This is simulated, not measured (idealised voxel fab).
process module | voxel fin reveal
cross-section cut | 270 nm wide | cells 5 nm
A cross-section is a grid of square cells, given in bands from the top down. A band is one or more rows of cells.
Each band's line starts with the height of the band's top and of its bottom, in nm. Then come its materials from left to right, each with its width in nm. One material with "throughout" fills the band from edge to edge. "air" is empty space.
Height 0 is the level under which the wafer as received is all one material. The lowest band goes on downwards, as in "0 down".
A width such as "30 to 40" changes by the same amount from each row of cells to the next, from the band's top row to its bottom row.
"no change" after a step means that no cell of the cross-section changed.
closed voids: empty space of 8 cells or more with no open way to the top, each as width x height at its distance from the left edge, in nm
after a step's settings: what the simulator itself notes on the step
overlay nm, on a step with a mask: how far to the right of its planned place the mask lay; to the left if negative
plan
1 op RECEIVE | material Si
2 op CONFORMAL_DEP | material SiN | thk nm 5
3 op PATTERN | tone cover | mask id FINS | material resist | width nm 15 | pitch nm 45 | thk nm 20 | overlay nm 0
4 op DIRECTIONAL_ETCH | etch materials SiN | depth nm 5
5 op DIRECTIONAL_ETCH | etch materials Si | depth nm 30
6 op STRIP | etch materials resist
7 op FILL_DEP | material SiO2 | thk nm 15
8 op CMP | height nm 5
9 op SELECTIVE_ETCH | etch materials SiO2 | depth nm 15
10 op STRIP | etch materials SiN
11 op CONFORMAL_DEP | material HfO2 | thk nm 5
first wafer, as planned
as received, after step 1
  0 down: Si throughout
  closed voids: none
after step 2
  5 to 0: SiN throughout
  below 0: unchanged
after step 3
  25 to 5: air 80 | resist 15 | air 30 | resist 15 | air 30 | resist 15 | air 85
  below 5: unchanged
after step 4
  25 to 5: air 80 | resist 15 | air 30 | resist 15 | air 30 | resist 15 | air 85
  5 to 0: air 80 | SiN 15 | air 30 | SiN 15 | air 30 | SiN 15 | air 85
  below 0: unchanged
after step 5
  25 to 5: air 80 | resist 15 | air 30 | resist 15 | air 30 | resist 15 | air 85
  5 to 0: air 80 | SiN 15 | air 30 | SiN 15 | air 30 | SiN 15 | air 85
  0 to -30: air 80 | Si 15 | air 30 | Si 15 | air 30 | Si 15 | air 85
  below -30: unchanged
after step 6
  5 to 0: air 80 | SiN 15 | air 30 | SiN 15 | air 30 | SiN 15 | air 85
  below 0: unchanged
after step 7
  20 to 5: SiO2 throughout
  5 to 0: SiO2 80 | SiN 15 | SiO2 30 | SiN 15 | SiO2 30 | SiN 15 | SiO2 85
  0 to -30: SiO2 80 | Si 15 | SiO2 30 | Si 15 | SiO2 30 | Si 15 | SiO2 85
  below -30: unchanged
after step 8
  5 to 0: SiO2 80 | SiN 15 | SiO2 30 | SiN 15 | SiO2 30 | SiN 15 | SiO2 85
  below 0: unchanged
after step 9
  5 to 0: air 80 | SiN 15 | air 30 | SiN 15 | air 30 | SiN 15 | air 85
  0 to -10: air 80 | Si 15 | air 30 | Si 15 | air 30 | Si 15 | air 85
  below -10: unchanged
after step 10
  0 to -10: air 80 | Si 15 | air 30 | Si 15 | air 30 | Si 15 | air 85
  below -10: unchanged
after step 11
  5 to 0: air 75 | HfO2 25 | air 20 | HfO2 25 | air 20 | HfO2 25 | air 80
  0 to -5: air 75 | HfO2 5 | Si 15 | HfO2 5 | air 20 | HfO2 5 | Si 15 | HfO2 5 | air 20 | HfO2 5 | Si 15 | HfO2 5 | air 80
  -5 to -10: HfO2 80 | Si 15 | HfO2 30 | Si 15 | HfO2 30 | Si 15 | HfO2 85
  below -10: unchanged
second wafer: like start, like plan, one mistake. Through step 2 it matches the first wafer
when step 3 should have ended
  25 to 5: resist 80 | air 15 | resist 30 | air 15 | resist 30 | air 15 | resist 85
  below 5: unchanged
when step 4 should have ended
  25 to 5: resist 80 | air 15 | resist 30 | air 15 | resist 30 | air 15 | resist 85
  5 to 0: SiN 80 | air 15 | SiN 30 | air 15 | SiN 30 | air 15 | SiN 85
  below 0: unchanged
when step 5 should have ended
  25 to 5: resist 80 | air 15 | resist 30 | air 15 | resist 30 | air 15 | resist 85
  5 to 0: SiN 80 | air 15 | SiN 30 | air 15 | SiN 30 | air 15 | SiN 85
  0 to -30: Si 80 | air 15 | Si 30 | air 15 | Si 30 | air 15 | Si 85
  below -30: unchanged
when step 6 should have ended
  5 to 0: SiN 80 | air 15 | SiN 30 | air 15 | SiN 30 | air 15 | SiN 85
  below 0: unchanged
when step 7 should have ended
  20 to 5: SiO2 throughout
  5 to 0: SiN 80 | SiO2 15 | SiN 30 | SiO2 15 | SiN 30 | SiO2 15 | SiN 85
  0 to -30: Si 80 | SiO2 15 | Si 30 | SiO2 15 | Si 30 | SiO2 15 | Si 85
  below -30: unchanged
when step 8 should have ended
  5 to 0: SiN 80 | SiO2 15 | SiN 30 | SiO2 15 | SiN 30 | SiO2 15 | SiN 85
  below 0: unchanged
when step 9 should have ended
  5 to 0: SiN 80 | air 15 | SiN 30 | air 15 | SiN 30 | air 15 | SiN 85
  0 to -10: Si 80 | air 15 | Si 30 | air 15 | Si 30 | air 15 | Si 85
  below -10: unchanged
when step 10 should have ended
  0 to -10: Si 80 | air 15 | Si 30 | air 15 | Si 30 | air 15 | Si 85
  below -10: unchanged
when step 11 should have ended
  5 to 0: HfO2 85 | air 5 | HfO2 40 | air 5 | HfO2 40 | air 5 | HfO2 90
  0 to -5: Si 80 | HfO2 5 | air 5 | HfO2 5 | Si 30 | HfO2 5 | air 5 | HfO2 5 | Si 30 | HfO2 5 | air 5 | HfO2 5 | Si 85
  -5 to -10: Si 80 | HfO2 15 | Si 30 | HfO2 15 | Si 30 | HfO2 15 | Si 85
  below -10: unchanged
what went wrong: step 3 ran as: op PATTERN | tone open | mask id FINS | material resist | width nm 15 | pitch nm 45 | thk nm 20 | overlay nm 0
at the end the second wafer has, in cells: 216 more of Si | 144 fewer of SiO2
